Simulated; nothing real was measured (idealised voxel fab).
Name of the process module below: voxel capacitor over wiring
Cross-section cut spans 170 nm and uses square cells 5 nm in size.
For the purposes of this document, a cross-section shall be understood as a grid of square cells, specified as bands listed in top-to-bottom order, each band consisting of one or more rows of cells.
Basically the band line says how high the top is and how high the bottom is, in nm, and then what's in it from left to right, every material with its width in nm. Empty space shows up as "blank", and if a single material carries "edge to edge" it runs the full band edge to edge.
Measure heights from 0. That's the level where, below it, the as-received wafer is all one material. The lowest band is bottomless and extends downward; write it as in "0 and below".
Read "30..40" as a graded width: first number on top, second number at the bottom, same change between each pair of neighbouring rows.
Step note "no modifications" = no cross-section cell changed.
The label "Enclosed void list" introduces a list of the empty spaces, 8 cells or larger, that have no open way up to the top; each entry in it reads width x height at distance, where the distance is taken from the left edge and all three are stated in nm.
What comes after the settings on a step's line is commentary from the simulator itself on that step.
overlay nm: mask offset rightward from planned place, masked step; negative means leftward offset.
# Planned process steps
step 1: RECEIVE (material Si)
step 2: CONFORMAL_DEP (material SiO2; thk nm 10)
step 3: CONFORMAL_DEP (material SiCN; thk nm 5)
step 4: DIRECTIONAL_DEP (material lowk; thk nm 25)
step 5: MASKED_ETCH (tone open; mask id METAL_1; width nm 30; pitch nm 100; etch materials lowk; depth nm 25; overlay nm 0)
step 6: MASKED_ETCH (tone open; mask id METAL_1; width nm 30; pitch nm 100; etch materials SiCN; depth nm 5; overlay nm 0)
step 7: CONFORMAL_DEP (material TiN; thk nm 5)
step 8: FILL_DEP (material Ru; thk nm 5)
step 9: CMP (height nm 40)
step 10: CONFORMAL_DEP (material SiCN; thk nm 5)
step 11: DIRECTIONAL_DEP (material SiO2; thk nm 10)
step 12: DIRECTIONAL_DEP (material aC; thk nm 10)
step 13: PATTERN (tone open; mask id PLUG_1; material resist; width nm 15; thk nm 30; overlay nm 0)
step 14: DIRECTIONAL_ETCH (etch materials aC; depth nm 10)
step 15: STRIP (etch materials resist)
step 16: DIRECTIONAL_ETCH (etch materials SiO2; depth nm 10)
step 17: DIRECTIONAL_ETCH (etch materials SiCN; depth nm 5)
step 18: STRIP (etch materials aC)
step 19: EPI (material Ru; thk nm 10)
step 20: EPI (material Ru; thk nm 5)
step 21: DIRECTIONAL_DEP (material TiN; thk nm 5)
step 22: DIRECTIONAL_DEP (material SiN; thk nm 5)
step 23: DIRECTIONAL_DEP (material TiN; thk nm 5)
step 24: DIRECTIONAL_DEP (material aC; thk nm 10)
step 25: PATTERN (tone cover; mask id UPPER_PLATE; material resist; width nm 75; thk nm 30; overlay nm 0)
step 26: DIRECTIONAL_ETCH (etch materials aC; depth nm 10)
step 27: STRIP (etch materials resist)
step 28: DIRECTIONAL_ETCH (etch materials TiN; depth nm 5)
step 29: DIRECTIONAL_ETCH (etch materials SiN; depth nm 5)
step 30: STRIP (etch materials aC)
step 31: PATTERN (tone cover; mask id LOWER_PLATE; material resist; width nm 85; thk nm 20; overlay nm 0)
step 32: DIRECTIONAL_ETCH (etch materials TiN; depth nm 5)
step 33: STRIP (etch materials resist)
step 34: FILL_DEP (material SiO2; thk nm 20)
step 35: CMP (height nm 85)
step 36: PATTERN (tone open; mask id PLUG_2; material resist; width nm 15; thk nm 15; overlay nm 0)
step 37: DIRECTIONAL_ETCH (etch materials SiO2; depth nm 15)
step 38: STRIP (etch materials resist)
step 39: CONFORMAL_DEP (material TiN; thk nm 5)
step 40: FILL_DEP (material W; thk nm 10)
step 41: CMP (height nm 85)
step 42: CONFORMAL_DEP (material SiN; thk nm 5)
# Cross-section of the incoming wafer, state after step 1
    0 and below  Si edge to edge
    Enclosed void list: none
# The first of the two wafers as seen in cross-section once the module was finished; processing followed the plan
    90 down to 85  SiN edge to edge
    85 down to 75  SiO2: 45, then TiN: 5, then W: 5, then TiN: 5, then SiO2: 110
    75 down to 65  SiO2: 45..35, then TiN: 15..75, then SiO2: 110..60
    65 down to 60  SiO2: 35, then SiN: 75, then SiO2: 60
    60 down to 55  SiO2: 30, then TiN: 85, then SiO2: 55
    55 down to 45  SiO2: 35, then Ru: 15, then SiO2: 120
    45 down to 40  SiCN: 35, then Ru: 15, then SiCN: 120
    40 down to 15  lowk: 20, then TiN: 5, then Ru: 20, then TiN: 5, then lowk: 70, then TiN: 5, then Ru: 20, then TiN: 5, then lowk: 20
    15 down to 10  SiCN: 20, then TiN: 30, then SiCN: 70, then TiN: 30, then SiCN: 20
    10 down to 0  SiO2 edge to edge
    0 and below  Si edge to edge
    Enclosed void list: none
# Second wafer cross-section at end of module - shared start and plan with the first, one mistake in the run
    90 down to 85  SiN edge to edge
    85 down to 80  W edge to edge
    80 down to 75  TiN: 50, then W: 5, then TiN: 115
    75 down to 65  SiO2: 45..35, then TiN: 15..75, then SiO2: 110..60
    65 down to 60  SiO2: 35, then SiN: 75, then SiO2: 60
    60 down to 55  SiO2: 30, then TiN: 85, then SiO2: 55
    55 down to 45  SiO2: 35, then Ru: 15, then SiO2: 120
    45 down to 40  SiCN: 35, then Ru: 15, then SiCN: 120
    40 down to 15  lowk: 20, then TiN: 5, then Ru: 20, then TiN: 5, then lowk: 70, then TiN: 5, then Ru: 20, then TiN: 5, then lowk: 20
    15 down to 10  SiCN: 20, then TiN: 30, then SiCN: 70, then TiN: 30, then SiCN: 20
    10 down to 0  SiO2 edge to edge
    0 and below  Si edge to edge
    Enclosed void list: none
Finding, execution versus plan: planned and actual differ for step 35; actual: CMP (height nm 75)
Per the end-of-run cell counts, the second wafer holds more or fewer of some materials than the first: 62 fewer of SiO2 | 29 more of TiN | 33 more of W
